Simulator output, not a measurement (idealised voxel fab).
Process module under the name voxel fin reveal
For reference, the cross-section in this document is cut, with width 250 nm and square cells of 5 nm.
This document writes a cross-section as a grid whose cells are square, and gives it as bands, listed from the top down; one or more rows of cells form a band.
Within each band entry, the heights of the top and of the bottom of the band appear first, in that order and in nm; the materials of the band then follow from left to right, each with its corresponding width in nm. The designation "everywhere" on a single material indicates that it fills the band from edge to edge; the designation "blank" indicates empty space.
We count height from 0. Below that, the starting wafer is all one material. The lowest band never ends at the bottom but goes on down; see "0..down" for how that is written.
It should be noted that a width expressed as "30..40" varies in equal increments from row to row of cells within the band, taking the value of the first number at the top row and that of the second number at the bottom row.
Reading "nothing was modified" for a step: not a cell of the cross-section changed in it.
"Closed cavities" means: voids of 8 cells or more that are shut off from the top with no open way through. Written width x height at distance, distance from the left edge, in nm.
Read whatever lies past the settings on a step's line as the simulator's own remark about the step.
For masked steps, "overlay nm" on the step line gives how far right of plan the mask actually lay; a minus sign means it lay to the left.

-- The process steps that were planned are listed below
1,op RECEIVE | material Si
2,op CONFORMAL_DEP | material SiN | thk nm 5
3,op DIRECTIONAL_DEP | material aC | thk nm 15
4,op PATTERN | tone cover | mask id FINS | material resist | width nm 15 | pitch nm 35 | thk nm 35 | overlay nm 0
5,op DIRECTIONAL_ETCH | etch materials aC | depth nm 15
6,op STRIP | etch materials resist
7,op DIRECTIONAL_ETCH | etch materials SiN | depth nm 5
8,op DIRECTIONAL_ETCH | etch materials Si | depth nm 35
9,op STRIP | etch materials aC
10,op OXIDIZE | depth nm 5
11,op FILL_DEP | material SiO2 | thk nm 15
12,op CMP | height nm 5
13,op SELECTIVE_ETCH | etch materials SiO2 | depth nm 25
14,op STRIP | etch materials SiN

-- Wafer at receipt (post step 1), cross-section
0..down  Si everywhere
Closed cavities: none

-- As-planned run: cross-section of the first of two wafers at end of module
0..-20  blank 85, then Si 5, then blank 30, then Si 5, then blank 30, then Si 5, then blank 90
-20..-40  SiO2 85, then Si 5, then SiO2 30, then Si 5, then SiO2 30, then Si 5, then SiO2 90
-40..down  Si everywhere
Closed cavities: none

-- Cross-section at end of module for the second wafer of two, which matched the first in starting point and plan and differed by one mistake in its processing
0..-20  blank 95, then Si 5, then blank 30, then Si 5, then blank 30, then Si 5, then blank 80
-20..-40  SiO2 95, then Si 5, then SiO2 30, then Si 5, then SiO2 30, then Si 5, then SiO2 80
-40..down  Si everywhere
Closed cavities: none
Here's what went sideways: step 4: run off-plan, actual operation and settings op PATTERN | tone cover | mask id FINS | material resist | width nm 15 | pitch nm 35 | thk nm 35 | overlay nm 10
At the end, each material covers as many cells on the second wafer as it does on the first, though the cells it covers are elsewhere.
